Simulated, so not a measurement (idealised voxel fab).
Presented below is a process module, voxel self aligned contacts.
Xsec cut, 155 nm wide, square cell size 5 nm.
A cross-section in this document is a grid of square cells, and it is written down as bands, the top band listed before the ones below it; a band is made up of one or more rows of cells.
It is stipulated that each band's entry specify, in nanometres, the height of the top of the band and then that of its bottom, followed by the materials of the band in left-to-right sequence, each together with its width in nanometres. A single material marked by the word "everywhere" is understood to fill the band from edge to edge; the word "blank" is understood to denote empty space.
Below 0: as-received wafer, all one material; heights counted from there. Lowest band: no bottom, goes on down, written "0 -> down".
The notation "30..40" denotes a width that varies across the rows of cells in the band, beginning at the first number in the top row, finishing at the second number in the bottom row, and changing by an identical amount from each row to the next.
Key: "same as before" - step with no changed cell in the cross-section.
"Closed void inventory" enumerates empty spaces isolated from the top, with no open way to it, that contain at least 8 cells, giving each as width x height at distance from the left edge, all three in nm.
It should be noted that, on the line of a given step, the content following the step's settings is a remark produced by the simulator itself with respect to that step.
"overlay nm" answers the question of how far to the right of plan the mask lay on a step that has a mask, and when it is negative the answer is to the left.

### Listed below are the process steps as planned
1: RECEIVE | material Si
2: OXIDIZE | depth nm 5
3: DIRECTIONAL_DEP | material polySi | thk nm 30
4: DIRECTIONAL_DEP | material SiN | thk nm 15
5: PATTERN | tone cover | mask id GATE | material resist | width nm 25 | pitch nm 50 | thk nm 15 | overlay nm 0
6: DIRECTIONAL_ETCH | etch materials SiN | depth nm 15
7: DIRECTIONAL_ETCH | etch materials polySi | depth nm 30
8: STRIP | etch materials resist
9: CONFORMAL_DEP | material SiN | thk nm 5
10: DIRECTIONAL_ETCH | etch materials SiN | depth nm 5
11: FILL_DEP | material SiO2 | thk nm 15
12: CMP | height nm 50
13: PATTERN | tone open | mask id CONTACT | material resist | width nm 35 | thk nm 20 | overlay nm -15
14: DIRECTIONAL_ETCH | etch materials SiO2 | depth nm 55
15: STRIP | etch materials resist
16: CONFORMAL_DEP | material TiN | thk nm 5
17: FILL_DEP | material Ru | thk nm 10
18: CMP | height nm 50
19: CONFORMAL_DEP | material SiCN | thk nm 5
Every wafer here starts from the same state; it is the step 13 overlay nm that distinguishes them, and the value the plan gives belongs to the first wafer.

### As-received cross-section, first of several wafers, post step 1
  0 -> down  Si everywhere
  Closed void inventory: none

### Module end state after final step 19: cross-section of the first of several wafers
  55 -> 50  SiCN everywhere
  50 -> 45  45 of SiO2 | 35 of TiN | 75 of SiO2
  45 -> 30  35 of SiO2 | 35 of SiN | 10 of TiN | 5 of SiO2 | 35 of SiN | 35 of SiO2
  30 -> 0  35 of SiO2 | 5 of SiN | 25 of polySi | 5 of SiN | 10 of TiN | 5 of SiO2 | 5 of SiN | 25 of polySi | 5 of SiN | 35 of SiO2
  0 -> -5  70 of SiO2 | 10 of TiN | 75 of SiO2
  -5 -> down  Si everywhere
  Closed void inventory: none

### Module end, final wafer: cross-section
  55 -> 50  SiCN everywhere
  50 -> 45  75 of SiO2 | 35 of TiN | 45 of SiO2
  45 -> 30  35 of SiO2 | 35 of SiN | 5 of SiO2 | 10 of TiN | 35 of SiN | 35 of SiO2
  30 -> 0  35 of SiO2 | 5 of SiN | 25 of polySi | 5 of SiN | 5 of SiO2 | 10 of TiN | 5 of SiN | 25 of polySi | 5 of SiN | 35 of SiO2
  0 -> -5  75 of SiO2 | 10 of TiN | 70 of SiO2
  -5 -> down  Si everywhere
  Closed void inventory: none

### Where each wafer stands at the end of the module, a row apiece: cells of each material gained (+) or lost (-) since it was received, then closed voids
overlay nm -15; -31 Si; +31 SiCN; +66 SiN; +188 SiO2; +27 TiN; +60 polySi; Closed void inventory: none
overlay nm -10; +10 Ru; -31 Si; +31 SiCN; +66 SiN; +178 SiO2; +27 TiN; +60 polySi; Closed void inventory: none
overlay nm -5; +10 Ru; -31 Si; +31 SiCN; +66 SiN; +178 SiO2; +27 TiN; +60 polySi; Closed void inventory: none
overlay nm 0; +10 Ru; -31 Si; +31 SiCN; +66 SiN; +178 SiO2; +27 TiN; +60 polySi; Closed void inventory: none
overlay nm 5; +10 Ru; -31 Si; +31 SiCN; +66 SiN; +178 SiO2; +27 TiN; +60 polySi; Closed void inventory: none
overlay nm 10; +10 Ru; -31 Si; +31 SiCN; +66 SiN; +178 SiO2; +27 TiN; +60 polySi; Closed void inventory: none
overlay nm 15; -31 Si; +31 SiCN; +66 SiN; +188 SiO2; +27 TiN; +60 polySi; Closed void inventory: none
